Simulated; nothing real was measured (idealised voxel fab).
The name of this process module is voxel transistor to metal.
FYI the section here is cut, 205 nm wide, cells are 5 nm squares.
How to read a cross-section here: the picture is a grid of square cells, written as bands going from the top down, and any band can span one or more rows of cells.
First you get the band's top height and its bottom height, in nm, and then the materials it's made of, left to right, with each width in nm. If you see a single material with "edge to edge", that one covers the band edge to edge. "empty" is empty space.
All heights in this document are referenced to 0, defined as the level beneath which the wafer, as received, consists entirely of one material. The lowest band is not bounded below; it extends indefinitely downward and is written in the form "0 down".
The width entry "30->40" should be interpreted row by row: the top row of cells in the band takes the first number, the bottom row takes the second number, and the change between adjacent rows is uniform throughout.
Step note "no modifications" = no cross-section cell changed.
"Fully enclosed voids": sealed empty spaces, 8 cells or more, no open way to top, listed width x height at distance, with distance from the left edge and width, height and distance in nm.
If you see something after the settings on a step's line, that's the simulator's own remark about that step.
On any step carrying a mask, the "overlay nm" setting, if present on the step's line, tells how far right of its planned place the mask lay; negative values point to the left.

**plan**
1,op RECEIVE | material Si
2,op CONFORMAL_DEP | material SiO2 | thk nm 5
3,op CONFORMAL_DEP | material SiN | thk nm 15
4,op PATTERN | tone cover | mask id ACTIVE | material resist | width nm 115 | thk nm 15 | overlay nm 0
5,op DIRECTIONAL_ETCH | etch materials SiN | depth nm 15
6,op DIRECTIONAL_ETCH | etch materials SiO2 | depth nm 5
7,op DIRECTIONAL_ETCH | etch materials Si | depth nm 35
8,op STRIP | etch materials resist
9,op OXIDIZE | depth nm 5
10,op FILL_DEP | material SiO2 | thk nm 5
11,op CMP | height nm 20
12,op SELECTIVE_ETCH | etch materials SiO2 | depth nm 10
13,op STRIP | etch materials SiN
14,op SELECTIVE_ETCH | etch materials SiO2 | depth nm 5
15,op OXIDIZE | depth nm 5
16,op DIRECTIONAL_DEP | material polySi | thk nm 20
17,op DIRECTIONAL_DEP | material SiCN | thk nm 15
18,op PATTERN | tone cover | mask id GATE | material resist | width nm 35 | thk nm 15 | overlay nm 0
19,op DIRECTIONAL_ETCH | etch materials SiCN | depth nm 25
20,op DIRECTIONAL_ETCH | etch materials polySi | depth nm 30
21,op STRIP | etch materials resist
22,op CONFORMAL_DEP | material SiN | thk nm 5
23,op DIRECTIONAL_ETCH | etch materials SiN | depth nm 5
24,op DIRECTIONAL_ETCH | etch materials SiO2 | depth nm 5
25,op DIRECTIONAL_ETCH | etch materials Si | depth nm 5
26,op EPI | material nSi | thk nm 10
27,op FILL_DEP | material SiO2 | thk nm 10
28,op CMP | height nm 20
29,op STRIP | etch materials polySi
30,op SELECTIVE_ETCH | etch materials SiO2 | depth nm 5
31,op CONFORMAL_DEP | material HfO2 | thk nm 5
32,op CONFORMAL_DEP | material TiN | thk nm 5
33,op FILL_DEP | material W | thk nm 5
34,op CMP | height nm 15
35,op DIRECTIONAL_DEP | material SiO2 | thk nm 10
36,op MASKED_ETCH | tone open | mask id CONTACT | width nm 20 | pitch nm 85 | etch materials SiO2 | depth nm 25 | overlay nm 0
37,op CONFORMAL_DEP | material TiN | thk nm 5
38,op FILL_DEP | material Ru | thk nm 5
39,op CMP | height nm 25
40,op CONFORMAL_DEP | material SiCN | thk nm 5
41,op DIRECTIONAL_DEP | material lowk | thk nm 25
42,op MASKED_ETCH | tone open | mask id METAL_1 | width nm 20 | pitch nm 85 | etch materials lowk | depth nm 25 | overlay nm 0
43,op MASKED_ETCH | tone open | mask id METAL_1 | width nm 20 | pitch nm 85 | etch materials SiCN | depth nm 5 | overlay nm 0
44,op CONFORMAL_DEP | material TiN | thk nm 5
45,op FILL_DEP | material Cu | thk nm 5
46,op CMP | height nm 55
47,op CONFORMAL_DEP | material SiCN | thk nm 5
48,op DIRECTIONAL_DEP | material lowk | thk nm 30
49,op DIRECTIONAL_DEP | material aC | thk nm 10
50,op PATTERN | tone open | mask id METAL_2_HOLES | material resist | width nm 15 | pitch nm 85 | thk nm 25 | overlay nm 0
51,op DIRECTIONAL_ETCH | etch materials aC | depth nm 10
52,op STRIP | etch materials resist
53,op DIRECTIONAL_ETCH | etch materials lowk | depth nm 30
54,op STRIP | etch materials aC
55,op DIRECTIONAL_DEP | material aC | thk nm 10
56,op PATTERN | tone open | mask id METAL_2 | material resist | width nm 20 | pitch nm 85 | thk nm 25 | overlay nm 0
57,op DIRECTIONAL_ETCH | etch materials aC | depth nm 10
58,op STRIP | etch materials resist
59,op DIRECTIONAL_ETCH | etch materials lowk | depth nm 15
60,op DIRECTIONAL_ETCH | etch materials SiCN | depth nm 5
61,op STRIP | etch materials aC
62,op CONFORMAL_DEP | material TiN | thk nm 5
63,op FILL_DEP | material Cu | thk nm 5
64,op CMP | height nm 90
65,op CONFORMAL_DEP | material SiN | thk nm 5

**as received, after step 1**
> 0 down  Si edge to edge
> Fully enclosed voids: none

**a wafer at the end: this start, this plan, one mistake**
> 95 to 90  SiN edge to edge
> 90 to 80  lowk=50; TiN=5; Cu=10; TiN=5; lowk=65; TiN=5; Cu=10; TiN=5; lowk=50
> 80 to 75  lowk=50; TiN=5; Cu=5; TiN=10; lowk=65; TiN=5; Cu=5; TiN=10; lowk=50
> 75 to 60  lowk=50; TiN=5; Cu=5; TiN=5; lowk=70; TiN=5; Cu=5; TiN=5; lowk=55
> 60 to 55  SiCN=50; TiN=15; SiCN=70; TiN=15; SiCN=55
> 55 to 30  lowk=50; TiN=5; Cu=10; TiN=5; lowk=65; TiN=5; Cu=10; TiN=5; lowk=50
> 30 to 25  SiCN=50; TiN=20; SiCN=65; TiN=20; SiCN=50
> 25 to 20  Ru=45; TiN=5; SiO2=20; TiN=5; Ru=55; TiN=5; SiO2=20; TiN=5; Ru=45
> 20 to 15  Ru=45; TiN=5; SiO2=20; TiN=65; SiO2=20; TiN=5; Ru=45
> 15 to 5  Ru=45->35; TiN=5->15; SiO2=20; TiN=10; SiN=5; HfO2=5; TiN=5; W=15; TiN=5; HfO2=5; SiN=5; TiN=10; SiO2=20; TiN=5->15; Ru=45->35
> 5 to 0  TiN=40; SiN=5; TiN=5; SiO2=20; nSi=10; SiN=5; HfO2=5; TiN=25; HfO2=5; SiN=5; nSi=10; SiO2=20; TiN=5; SiN=5; TiN=40
> 0 to -5  SiO2=45; nSi=35; HfO2=45; nSi=35; SiO2=45
> -5 to -10  SiO2=50; nSi=30; Si=45; nSi=30; SiO2=50
> -10 to -40  SiO2=50; Si=105; SiO2=50
> -40 down  Si edge to edge
> Fully enclosed voids: none
It is concluded that the wafer was processed incorrectly with respect to the plan, in that off-plan run, step 36, actual operation and settings op MASKED_ETCH | tone cover | mask id CONTACT | width nm 20 | pitch nm 85 | etch materials SiO2 | depth nm 25 | overlay nm 0
